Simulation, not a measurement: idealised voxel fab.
process module | voxel plated lines
cross-section cut | 300 nm wide | cells 5 nm
A cross-section is a grid of square cells, given in bands from the top down. A band is one or more rows of cells.
Each band's line starts with the height of the band's top and of its bottom, in nm. Then come its materials from left to right, each with its width in nm. One material with "throughout" fills the band from edge to edge. "air" is empty space.
Height 0 is the level under which the wafer as received is all one material. The lowest band goes on downwards, as in "0 down".
A width such as "30 to 40" changes by the same amount from each row of cells to the next, from the band's top row to its bottom row.
"no change" after a step means that no cell of the cross-section changed.
closed voids: empty space of 8 cells or more with no open way to the top, each as width x height at its distance from the left edge, in nm
after a step's settings: what the simulator itself notes on the step
overlay nm, on a step with a mask: how far to the right of its planned place the mask lay; to the left if negative
plan
1 op RECEIVE | material Si
2 op CONFORMAL_DEP | material Al2O3 | thk nm 15
3 op DIRECTIONAL_DEP | material TiN | thk nm 5
4 op PATTERN | tone open | mask id LINES | material resist | width nm 25 | pitch nm 55 | thk nm 35 | overlay nm 0
5 op EPI | material Ru | thk nm 5
6 op EPI | material Ru | thk nm 5
7 op EPI | material Ru | thk nm 5
8 op STRIP | etch materials resist
9 op DIRECTIONAL_ETCH | etch materials TiN | depth nm 5
10 op CONFORMAL_DEP | material SiN | thk nm 10
first wafer, as planned
as received, after step 1
  0 down: Si throughout
  closed voids: none
after step 2
  15 to 0: Al2O3 throughout
  below 0: unchanged
after step 3
  20 to 15: TiN throughout
  below 15: unchanged
after step 4
  55 to 20: resist 110 | air 25 | resist 30 | air 25 | resist 110
  below 20: unchanged
after step 5
  55 to 25: resist 110 | air 25 | resist 30 | air 25 | resist 110
  25 to 20: resist 110 | Ru 25 | resist 30 | Ru 25 | resist 110
  below 20: unchanged
after step 6
  55 to 30: resist 110 | air 25 | resist 30 | air 25 | resist 110
  30 to 20: resist 110 | Ru 25 | resist 30 | Ru 25 | resist 110
  below 20: unchanged
after step 7
  55 to 35: resist 110 | air 25 | resist 30 | air 25 | resist 110
  35 to 20: resist 110 | Ru 25 | resist 30 | Ru 25 | resist 110
  below 20: unchanged
after step 8
  35 to 20: air 110 | Ru 25 | air 30 | Ru 25 | air 110
  below 20: unchanged
after step 9
  35 to 20: air 110 | Ru 25 | air 30 | Ru 25 | air 110
  20 to 15: air 110 | TiN 25 | air 30 | TiN 25 | air 110
  below 15: unchanged
after step 10
  45 to 35: air 100 | SiN 45 | air 10 | SiN 45 | air 100
  35 to 25: air 100 | SiN 10 | Ru 25 | SiN 10 | air 10 | SiN 10 | Ru 25 | SiN 10 | air 100
  25 to 20: SiN 110 | Ru 25 | SiN 30 | Ru 25 | SiN 110
  20 to 15: SiN 110 | TiN 25 | SiN 30 | TiN 25 | SiN 110
  below 15: unchanged
second wafer: like start, like plan, one mistake. Through step 9 it matches the first wafer
when step 10 should have ended
  50 to 35: air 95 | SiN 110 | air 95
  35 to 30: air 95 | SiN 15 | Ru 25 | SiN 30 | Ru 25 | SiN 15 | air 95
  30 to 20: SiN 110 | Ru 25 | SiN 30 | Ru 25 | SiN 110
  20 to 15: SiN 110 | TiN 25 | SiN 30 | TiN 25 | SiN 110
  below 15: unchanged
what went wrong: step 10 ran as: op CONFORMAL_DEP | material SiN | thk nm 15
at the end the second wafer has, in cells: 76 more of SiN
